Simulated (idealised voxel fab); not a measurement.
Documented hereafter: the process module known as voxel gate over fins.
The cross-section shown here is cut; it is 225 nm wide and divided into square cells measuring 5 nm on a side.
If you're reading a cross-section in this doc, picture square cells in a grid; it comes to you as bands, top ones listed first down to the bottom, and a band can be one or more rows of cells. Band: top and bottom heights (nm) first, top before bottom; then materials from left to right, widths in nm. "all across" marks a sole material filling the band edge to edge. "blank" denotes empty space. Height datum 0, below which the as-received substrate wafer is one material. Lowest band open at the bottom, running downward: "0 down". A two-number width, for instance "30 to 40", indicates that the width is equal to the first number in the top row of the band and to the second number in the bottom row, and that it changes by a constant amount per row of cells. "no change occurred" (step): cross-section cells unchanged, all of them. Any empty space of 8 cells or more lacking an open way to the top shows up in "Voids, sealed" as width x height at distance, distance from the left edge, in nm. Heads up: the bit after the settings on a step's line is the simulator's remark on that step. "overlay nm", when on a step's line for a step with a mask, measures how far to the right of its planned place the mask lay; a negative measure means to the left.
Set out below are the planned steps of the process:
1 RECEIVE: material Si
2 CONFORMAL_DEP: material SiN, thk nm 10
3 DIRECTIONAL_DEP: material aC, thk nm 15
4 PATTERN: tone cover, mask id FINS, material resist, width nm 15, pitch nm 55, thk nm 35, overlay nm 0
5 DIRECTIONAL_ETCH: etch materials aC, depth nm 15
6 STRIP: etch materials resist
7 DIRECTIONAL_ETCH: etch materials SiN, depth nm 10
8 DIRECTIONAL_ETCH: etch materials Si, depth nm 40
9 STRIP: etch materials aC
10 OXIDIZE: depth nm 5
11 FILL_DEP: material SiO2, thk nm 5
12 CMP: height nm 10
13 DIRECTIONAL_DEP: material aC, thk nm 10
14 PATTERN: tone open, mask id RAIL, material resist, width nm 15, thk nm 30, overlay nm 0
15 DIRECTIONAL_ETCH: etch materials aC, depth nm 10
16 STRIP: etch materials resist
17 DIRECTIONAL_ETCH: etch materials SiO2, depth nm 45
18 STRIP: etch materials aC
19 CONFORMAL_DEP: material TiN, thk nm 5
20 FILL_DEP: material Ru, thk nm 10
21 CMP: height nm 10
22 SELECTIVE_ETCH: etch materials W Ru TiN, depth nm 30
23 FILL_DEP: material SiO2, thk nm 5
24 CMP: height nm 10
25 SELECTIVE_ETCH: etch materials SiO2, depth nm 25
26 STRIP: etch materials SiN
27 CONFORMAL_DEP: material HfO2, thk nm 5
28 CONFORMAL_DEP: material TiN, thk nm 5
29 CONFORMAL_DEP: material TiAl, thk nm 5
30 CONFORMAL_DEP: material TiN, thk nm 5
31 FILL_DEP: material W, thk nm 10
32 CMP: height nm 25
33 CONFORMAL_DEP: material SiCN, thk nm 10
The first of a set of two wafers, run to plan:
Step 1 complete: cross-section of the wafer as received:
0 down | Si all across
Voids, sealed: none
Wafer xsec, post step 2:
10 to 0 | SiN all across
Below a height of 0, the structure has not been altered.
Wafer xsec, post step 3:
25 to 10 | aC all across
Below a height of 10, the structure has not been altered.
Wafer xsec, post step 4:
60 to 25 | 75 of blank; 15 of resist; 40 of blank; 15 of resist; 80 of blank
Below a height of 25, the structure has not been altered.
Wafer xsec, post step 5:
45 to 25 | 75 of blank; 15 of resist; 40 of blank; 15 of resist; 80 of blank
25 to 10 | 75 of blank; 15 of aC; 40 of blank; 15 of aC; 80 of blank
Below a height of 10, the structure has not been altered.
Wafer xsec, post step 6:
25 to 10 | 75 of blank; 15 of aC; 40 of blank; 15 of aC; 80 of blank
Below a height of 10, the structure has not been altered.
Wafer xsec, post step 7:
25 to 10 | 75 of blank; 15 of aC; 40 of blank; 15 of aC; 80 of blank
10 to 0 | 75 of blank; 15 of SiN; 40 of blank; 15 of SiN; 80 of blank
Below a height of 0, the structure has not been altered.
Wafer xsec, post step 8:
25 to 10 | 75 of blank; 15 of aC; 40 of blank; 15 of aC; 80 of blank
10 to 0 | 75 of blank; 15 of SiN; 40 of blank; 15 of SiN; 80 of blank
0 to -40 | 75 of blank; 15 of Si; 40 of blank; 15 of Si; 80 of blank
Below a height of -40, the structure has not been altered.
Wafer xsec, post step 9:
10 to 0 | 75 of blank; 15 of SiN; 40 of blank; 15 of SiN; 80 of blank
Below a height of 0, the structure has not been altered.
Wafer xsec, post step 10:
10 to 0 | 75 of blank; 15 of SiN; 40 of blank; 15 of SiN; 80 of blank
0 to -40 | 75 of blank; 5 of SiO2; 5 of Si; 5 of SiO2; 40 of blank; 5 of SiO2; 5 of Si; 5 of SiO2; 80 of blank
-40 to -45 | 80 of SiO2; 5 of Si; 50 of SiO2; 5 of Si; 85 of SiO2
Below a height of -45, the structure has not been altered.
Wafer xsec, post step 11:
15 to 10 | SiO2 all across
10 to 0 | 75 of SiO2; 15 of SiN; 40 of SiO2; 15 of SiN; 80 of SiO2
0 to -45 | 80 of SiO2; 5 of Si; 50 of SiO2; 5 of Si; 85 of SiO2
Below a height of -45, the structure has not been altered.
Wafer xsec, post step 12:
10 to 0 | 75 of SiO2; 15 of SiN; 40 of SiO2; 15 of SiN; 80 of SiO2
Below a height of 0, the structure has not been altered.
Wafer xsec, post step 13:
20 to 10 | aC all across
Below a height of 10, the structure has not been altered.
Wafer xsec, post step 14:
50 to 20 | 100 of resist; 15 of blank; 110 of resist
Below a height of 20, the structure has not been altered.
Wafer xsec, post step 15:
40 to 20 | 100 of resist; 15 of blank; 110 of resist
20 to 10 | 100 of aC; 15 of blank; 110 of aC
Below a height of 10, the structure has not been altered.
Wafer xsec, post step 16:
20 to 10 | 100 of aC; 15 of blank; 110 of aC
Below a height of 10, the structure has not been altered.
Wafer xsec, post step 17:
20 to 10 | 100 of aC; 15 of blank; 110 of aC
10 to 0 | 75 of SiO2; 15 of SiN; 10 of SiO2; 15 of blank; 15 of SiO2; 15 of SiN; 80 of SiO2
0 to -35 | 80 of SiO2; 5 of Si; 15 of SiO2; 15 of blank; 20 of SiO2; 5 of Si; 85 of SiO2
Below a height of -35, the structure has not been altered.
Wafer xsec, post step 18:
10 to 0 | 75 of SiO2; 15 of SiN; 10 of SiO2; 15 of blank; 15 of SiO2; 15 of SiN; 80 of SiO2
Below a height of 0, the structure has not been altered.
Wafer xsec, post step 19:
15 to 10 | 105 of TiN; 5 of blank; 115 of TiN
10 to 0 | 75 of SiO2; 15 of SiN; 10 of SiO2; 5 of TiN; 5 of blank; 5 of TiN; 15 of SiO2; 15 of SiN; 80 of SiO2
0 to -30 | 80 of SiO2; 5 of Si; 15 of SiO2; 5 of TiN; 5 of blank; 5 of TiN; 20 of SiO2; 5 of Si; 85 of SiO2
-30 to -35 | 80 of SiO2; 5 of Si; 15 of SiO2; 15 of TiN; 20 of SiO2; 5 of Si; 85 of SiO2
Below a height of -35, the structure has not been altered.
Wafer xsec, post step 20:
25 to 15 | Ru all across
15 to 10 | 105 of TiN; 5 of Ru; 115 of TiN
10 to 0 | 75 of SiO2; 15 of SiN; 10 of SiO2; 5 of TiN; 5 of Ru; 5 of TiN; 15 of SiO2; 15 of SiN; 80 of SiO2
0 to -30 | 80 of SiO2; 5 of Si; 15 of SiO2; 5 of TiN; 5 of Ru; 5 of TiN; 20 of SiO2; 5 of Si; 85 of SiO2
Below a height of -30, the structure has not been altered.
Wafer xsec, post step 21:
10 to 0 | 75 of SiO2; 15 of SiN; 10 of SiO2; 5 of TiN; 5 of Ru; 5 of TiN; 15 of SiO2; 15 of SiN; 80 of SiO2
Below a height of 0, the structure has not been altered.
Wafer xsec, post step 22:
10 to 0 | 75 of SiO2; 15 of SiN; 10 of SiO2; 15 of blank; 15 of SiO2; 15 of SiN; 80 of SiO2
0 to -20 | 80 of SiO2; 5 of Si; 15 of SiO2; 15 of blank; 20 of SiO2; 5 of Si; 85 of SiO2
Below a height of -20, the structure has not been altered.
Wafer xsec, post step 23:
15 to 10 | SiO2 all across
10 to 0 | 75 of SiO2; 15 of SiN; 40 of SiO2; 15 of SiN; 80 of SiO2
0 to -20 | 80 of SiO2; 5 of Si; 50 of SiO2; 5 of Si; 85 of SiO2
Below a height of -20, the structure has not been altered.
Wafer xsec, post step 24:
10 to 0 | 75 of SiO2; 15 of SiN; 40 of SiO2; 15 of SiN; 80 of SiO2
Below a height of 0, the structure has not been altered.
Wafer xsec, post step 25:
10 to 0 | 75 of blank; 15 of SiN; 40 of blank; 15 of SiN; 80 of blank
0 to -15 | 80 of blank; 5 of Si; 50 of blank; 5 of Si; 85 of blank
Below a height of -15, the structure has not been altered.
Wafer xsec, post step 26:
0 to -15 | 80 of blank; 5 of Si; 50 of blank; 5 of Si; 85 of blank
Below a height of -15, the structure has not been altered.
Wafer xsec, post step 27:
5 to 0 | 75 of blank; 15 of HfO2; 40 of blank; 15 of HfO2; 80 of blank
0 to -10 | 75 of blank; 5 of HfO2; 5 of Si; 5 of HfO2; 40 of blank; 5 of HfO2; 5 of Si; 5 of HfO2; 80 of blank
-10 to -15 | 80 of HfO2; 5 of Si; 50 of HfO2; 5 of Si; 85 of HfO2
Below a height of -15, the structure has not been altered.
Wafer xsec, post step 28:
10 to 5 | 70 of blank; 25 of TiN; 30 of blank; 25 of TiN; 75 of blank
5 to 0 | 70 of blank; 5 of TiN; 15 of HfO2; 5 of TiN; 30 of blank; 5 of TiN; 15 of HfO2; 5 of TiN; 75 of blank
0 to -5 | 70 of blank; 5 of TiN; 5 of HfO2; 5 of Si; 5 of HfO2; 5 of TiN; 30 of blank; 5 of TiN; 5 of HfO2; 5 of Si; 5 of HfO2; 5 of TiN; 75 of blank
-5 to -10 | 75 of TiN; 5 of HfO2; 5 of Si; 5 of HfO2; 40 of TiN; 5 of HfO2; 5 of Si; 5 of HfO2; 80 of TiN
Below a height of -10, the structure has not been altered.
Wafer xsec, post step 29:
15 to 10 | 65 of blank; 35 of TiAl; 20 of blank; 35 of TiAl; 70 of blank
10 to 5 | 65 of blank; 5 of TiAl; 25 of TiN; 5 of TiAl; 20 of blank; 5 of TiAl; 25 of TiN; 5 of TiAl; 70 of blank
5 to 0 | 65 of blank; 5 of TiAl; 5 of TiN; 15 of HfO2; 5 of TiN; 5 of TiAl; 20 of blank; 5 of TiAl; 5 of TiN; 15 of HfO2; 5 of TiN; 5 of TiAl; 70 of blank
0 to -5 | 70 of TiAl; 5 of TiN; 5 of HfO2; 5 of Si; 5 of HfO2; 5 of TiN; 30 of TiAl; 5 of TiN; 5 of HfO2; 5 of Si; 5 of HfO2; 5 of TiN; 75 of TiAl
Below a height of -5, the structure has not been altered.
Wafer xsec, post step 30:
20 to 15 | 60 of blank; 45 of TiN; 10 of blank; 45 of TiN; 65 of blank
15 to 10 | 60 of blank; 5 of TiN; 35 of TiAl; 5 of TiN; 10 of blank; 5 of TiN; 35 of TiAl; 5 of TiN; 65 of blank
10 to 5 | 60 of blank; 5 of TiN; 5 of TiAl; 25 of TiN; 5 of TiAl; 5 of TiN; 10 of blank; 5 of TiN; 5 of TiAl; 25 of TiN; 5 of TiAl; 5 of TiN; 65 of blank
5 to 0 | 65 of TiN; 5 of TiAl; 5 of TiN; 15 of HfO2; 5 of TiN; 5 of TiAl; 20 of TiN; 5 of TiAl; 5 of TiN; 15 of HfO2; 5 of TiN; 5 of TiAl; 70 of TiN
Below a height of 0, the structure has not been altered.
Wafer xsec, post step 31:
30 to 20 | W all across
20 to 15 | 60 of W; 45 of TiN; 10 of W; 45 of TiN; 65 of W
15 to 10 | 60 of W; 5 of TiN; 35 of TiAl; 5 of TiN; 10 of W; 5 of TiN; 35 of TiAl; 5 of TiN; 65 of W
10 to 5 | 60 of W; 5 of TiN; 5 of TiAl; 25 of TiN; 5 of TiAl; 5 of TiN; 10 of W; 5 of TiN; 5 of TiAl; 25 of TiN; 5 of TiAl; 5 of TiN; 65 of W
Below a height of 5, the structure has not been altered.
Wafer xsec, post step 32:
25 to 20 | W all across
Below a height of 20, the structure has not been altered.
Wafer xsec, post step 33:
35 to 25 | SiCN all across
Below a height of 25, the structure has not been altered.
The remaining wafer, second of the two, started like the first and was run to the same plan, except that one mistake was made along the way; the two coincide through step 3, inclusive:
Here is the second wafer in cross-section at the point where step 4 of the plan should have been done:
60 to 25 | 75 of blank; 20 of resist; 35 of blank; 20 of resist; 75 of blank
Below a height of 25, the structure has not been altered.
Here is the second wafer in cross-section at the point where step 5 of the plan should have been done:
45 to 25 | 75 of blank; 20 of resist; 35 of blank; 20 of resist; 75 of blank
25 to 10 | 75 of blank; 20 of aC; 35 of blank; 20 of aC; 75 of blank
Below a height of 10, the structure has not been altered.
Here is the second wafer in cross-section at the point where step 6 of the plan should have been done:
25 to 10 | 75 of blank; 20 of aC; 35 of blank; 20 of aC; 75 of blank
Below a height of 10, the structure has not been altered.
Here is the second wafer in cross-section at the point where step 7 of the plan should have been done:
25 to 10 | 75 of blank; 20 of aC; 35 of blank; 20 of aC; 75 of blank
10 to 0 | 75 of blank; 20 of SiN; 35 of blank; 20 of SiN; 75 of blank
Below a height of 0, the structure has not been altered.
Here is the second wafer in cross-section at the point where step 8 of the plan should have been done:
25 to 10 | 75 of blank; 20 of aC; 35 of blank; 20 of aC; 75 of blank
10 to 0 | 75 of blank; 20 of SiN; 35 of blank; 20 of SiN; 75 of blank
0 to -40 | 75 of blank; 20 of Si; 35 of blank; 20 of Si; 75 of blank
Below a height of -40, the structure has not been altered.
Here is the second wafer in cross-section at the point where step 9 of the plan should have been done:
10 to 0 | 75 of blank; 20 of SiN; 35 of blank; 20 of SiN; 75 of blank
Below a height of 0, the structure has not been altered.
Here is the second wafer in cross-section at the point where step 10 of the plan should have been done:
10 to 0 | 75 of blank; 20 of SiN; 35 of blank; 20 of SiN; 75 of blank
0 to -40 | 75 of blank; 5 of SiO2; 10 of Si; 5 of SiO2; 35 of blank; 5 of SiO2; 10 of Si; 5 of SiO2; 75 of blank
-40 to -45 | 80 of SiO2; 10 of Si; 45 of SiO2; 10 of Si; 80 of SiO2
Below a height of -45, the structure has not been altered.
Here is the second wafer in cross-section at the point where step 11 of the plan should have been done:
15 to 10 | SiO2 all across
10 to 0 | 75 of SiO2; 20 of SiN; 35 of SiO2; 20 of SiN; 75 of SiO2
0 to -45 | 80 of SiO2; 10 of Si; 45 of SiO2; 10 of Si; 80 of SiO2
Below a height of -45, the structure has not been altered.
Here is the second wafer in cross-section at the point where step 12 of the plan should have been done:
10 to 0 | 75 of SiO2; 20 of SiN; 35 of SiO2; 20 of SiN; 75 of SiO2
Below a height of 0, the structure has not been altered.
Here is the second wafer in cross-section at the point where step 13 of the plan should have been done:
20 to 10 | aC all across
Below a height of 10, the structure has not been altered.
Here is the second wafer in cross-section at the point where step 14 of the plan should have been done:
50 to 20 | 100 of resist; 15 of blank; 110 of resist
Below a height of 20, the structure has not been altered.
Here is the second wafer in cross-section at the point where step 15 of the plan should have been done:
40 to 20 | 100 of resist; 15 of blank; 110 of resist
20 to 10 | 100 of aC; 15 of blank; 110 of aC
Below a height of 10, the structure has not been altered.
Here is the second wafer in cross-section at the point where step 16 of the plan should have been done:
20 to 10 | 100 of aC; 15 of blank; 110 of aC
Below a height of 10, the structure has not been altered.
Here is the second wafer in cross-section at the point where step 17 of the plan should have been done:
20 to 10 | 100 of aC; 15 of blank; 110 of aC
10 to 0 | 75 of SiO2; 20 of SiN; 5 of SiO2; 15 of blank; 15 of SiO2; 20 of SiN; 75 of SiO2
0 to -35 | 80 of SiO2; 10 of Si; 10 of SiO2; 15 of blank; 20 of SiO2; 10 of Si; 80 of SiO2
Below a height of -35, the structure has not been altered.
Here is the second wafer in cross-section at the point where step 18 of the plan should have been done:
10 to 0 | 75 of SiO2; 20 of SiN; 5 of SiO2; 15 of blank; 15 of SiO2; 20 of SiN; 75 of SiO2
Below a height of 0, the structure has not been altered.
Here is the second wafer in cross-section at the point where step 19 of the plan should have been done:
15 to 10 | 105 of TiN; 5 of blank; 115 of TiN
10 to 0 | 75 of SiO2; 20 of SiN; 5 of SiO2; 5 of TiN; 5 of blank; 5 of TiN; 15 of SiO2; 20 of SiN; 75 of SiO2
0 to -30 | 80 of SiO2; 10 of Si; 10 of SiO2; 5 of TiN; 5 of blank; 5 of TiN; 20 of SiO2; 10 of Si; 80 of SiO2
-30 to -35 | 80 of SiO2; 10 of Si; 10 of SiO2; 15 of TiN; 20 of SiO2; 10 of Si; 80 of SiO2
Below a height of -35, the structure has not been altered.
Here is the second wafer in cross-section at the point where step 20 of the plan should have been done:
25 to 15 | Ru all across
15 to 10 | 105 of TiN; 5 of Ru; 115 of TiN
10 to 0 | 75 of SiO2; 20 of SiN; 5 of SiO2; 5 of TiN; 5 of Ru; 5 of TiN; 15 of SiO2; 20 of SiN; 75 of SiO2
0 to -30 | 80 of SiO2; 10 of Si; 10 of SiO2; 5 of TiN; 5 of Ru; 5 of TiN; 20 of SiO2; 10 of Si; 80 of SiO2
Below a height of -30, the structure has not been altered.
Here is the second wafer in cross-section at the point where step 21 of the plan should have been done:
10 to 0 | 75 of SiO2; 20 of SiN; 5 of SiO2; 5 of TiN; 5 of Ru; 5 of TiN; 15 of SiO2; 20 of SiN; 75 of SiO2
Below a height of 0, the structure has not been altered.
Here is the second wafer in cross-section at the point where step 22 of the plan should have been done:
10 to 0 | 75 of SiO2; 20 of SiN; 5 of SiO2; 15 of blank; 15 of SiO2; 20 of SiN; 75 of SiO2
0 to -20 | 80 of SiO2; 10 of Si; 10 of SiO2; 15 of blank; 20 of SiO2; 10 of Si; 80 of SiO2
Below a height of -20, the structure has not been altered.
Here is the second wafer in cross-section at the point where step 23 of the plan should have been done:
15 to 10 | SiO2 all across
10 to 0 | 75 of SiO2; 20 of SiN; 35 of SiO2; 20 of SiN; 75 of SiO2
0 to -20 | 80 of SiO2; 10 of Si; 45 of SiO2; 10 of Si; 80 of SiO2
Below a height of -20, the structure has not been altered.
Here is the second wafer in cross-section at the point where step 24 of the plan should have been done:
10 to 0 | 75 of SiO2; 20 of SiN; 35 of SiO2; 20 of SiN; 75 of SiO2
Below a height of 0, the structure has not been altered.
Here is the second wafer in cross-section at the point where step 25 of the plan should have been done:
10 to 0 | 75 of blank; 20 of SiN; 35 of blank; 20 of SiN; 75 of blank
0 to -15 | 80 of blank; 10 of Si; 45 of blank; 10 of Si; 80 of blank
Below a height of -15, the structure has not been altered.
Here is the second wafer in cross-section at the point where step 26 of the plan should have been done:
0 to -15 | 80 of blank; 10 of Si; 45 of blank; 10 of Si; 80 of blank
Below a height of -15, the structure has not been altered.
Here is the second wafer in cross-section at the point where step 27 of the plan should have been done:
5 to 0 | 75 of blank; 20 of HfO2; 35 of blank; 20 of HfO2; 75 of blank
0 to -10 | 75 of blank; 5 of HfO2; 10 of Si; 5 of HfO2; 35 of blank; 5 of HfO2; 10 of Si; 5 of HfO2; 75 of blank
-10 to -15 | 80 of HfO2; 10 of Si; 45 of HfO2; 10 of Si; 80 of HfO2
Below a height of -15, the structure has not been altered.
Here is the second wafer in cross-section at the point where step 28 of the plan should have been done:
10 to 5 | 70 of blank; 30 of TiN; 25 of blank; 30 of TiN; 70 of blank
5 to 0 | 70 of blank; 5 of TiN; 20 of HfO2; 5 of TiN; 25 of blank; 5 of TiN; 20 of HfO2; 5 of TiN; 70 of blank
0 to -5 | 70 of blank; 5 of TiN; 5 of HfO2; 10 of Si; 5 of HfO2; 5 of TiN; 25 of blank; 5 of TiN; 5 of HfO2; 10 of Si; 5 of HfO2; 5 of TiN; 70 of blank
-5 to -10 | 75 of TiN; 5 of HfO2; 10 of Si; 5 of HfO2; 35 of TiN; 5 of HfO2; 10 of Si; 5 of HfO2; 75 of TiN
Below a height of -10, the structure has not been altered.
Here is the second wafer in cross-section at the point where step 29 of the plan should have been done:
15 to 10 | 65 of blank; 40 of TiAl; 15 of blank; 40 of TiAl; 65 of blank
10 to 5 | 65 of blank; 5 of TiAl; 30 of TiN; 5 of TiAl; 15 of blank; 5 of TiAl; 30 of TiN; 5 of TiAl; 65 of blank
5 to 0 | 65 of blank; 5 of TiAl; 5 of TiN; 20 of HfO2; 5 of TiN; 5 of TiAl; 15 of blank; 5 of TiAl; 5 of TiN; 20 of HfO2; 5 of TiN; 5 of TiAl; 65 of blank
0 to -5 | 70 of TiAl; 5 of TiN; 5 of HfO2; 10 of Si; 5 of HfO2; 5 of TiN; 25 of TiAl; 5 of TiN; 5 of HfO2; 10 of Si; 5 of HfO2; 5 of TiN; 70 of TiAl
Below a height of -5, the structure has not been altered.
Here is the second wafer in cross-section at the point where step 30 of the plan should have been done:
20 to 15 | 60 of blank; 50 of TiN; 5 of blank; 50 of TiN; 60 of blank
15 to 10 | 60 of blank; 5 of TiN; 40 of TiAl; 5 of TiN; 5 of blank; 5 of TiN; 40 of TiAl; 5 of TiN; 60 of blank
10 to 5 | 60 of blank; 5 of TiN; 5 of TiAl; 30 of TiN; 5 of TiAl; 5 of TiN; 5 of blank; 5 of TiN; 5 of TiAl; 30 of TiN; 5 of TiAl; 5 of TiN; 60 of blank
5 to 0 | 65 of TiN; 5 of TiAl; 5 of TiN; 20 of HfO2; 5 of TiN; 5 of TiAl; 15 of TiN; 5 of TiAl; 5 of TiN; 20 of HfO2; 5 of TiN; 5 of TiAl; 65 of TiN
Below a height of 0, the structure has not been altered.
Here is the second wafer in cross-section at the point where step 31 of the plan should have been done:
30 to 20 | W all across
20 to 15 | 60 of W; 50 of TiN; 5 of W; 50 of TiN; 60 of W
15 to 10 | 60 of W; 5 of TiN; 40 of TiAl; 5 of TiN; 5 of W; 5 of TiN; 40 of TiAl; 5 of TiN; 60 of W
10 to 5 | 60 of W; 5 of TiN; 5 of TiAl; 30 of TiN; 5 of TiAl; 5 of TiN; 5 of W; 5 of TiN; 5 of TiAl; 30 of TiN; 5 of TiAl; 5 of TiN; 60 of W
Below a height of 5, the structure has not been altered.
Here is the second wafer in cross-section at the point where step 32 of the plan should have been done:
25 to 20 | W all across
Below a height of 20, the structure has not been altered.
Here is the second wafer in cross-section at the point where step 33 of the plan should have been done:
35 to 25 | SiCN all across
Below a height of 25, the structure has not been altered.
What was the processing mistake? step 4, actual vs plan mismatch, actual run PATTERN: tone cover, mask id FINS, material resist, width nm 20, pitch nm 55, thk nm 35, overlay nm 0
The final cell counts differ between the wafers, with the second having more or fewer of some materials than the first: 18 more of Si, 12 fewer of SiO2, 6 fewer of W
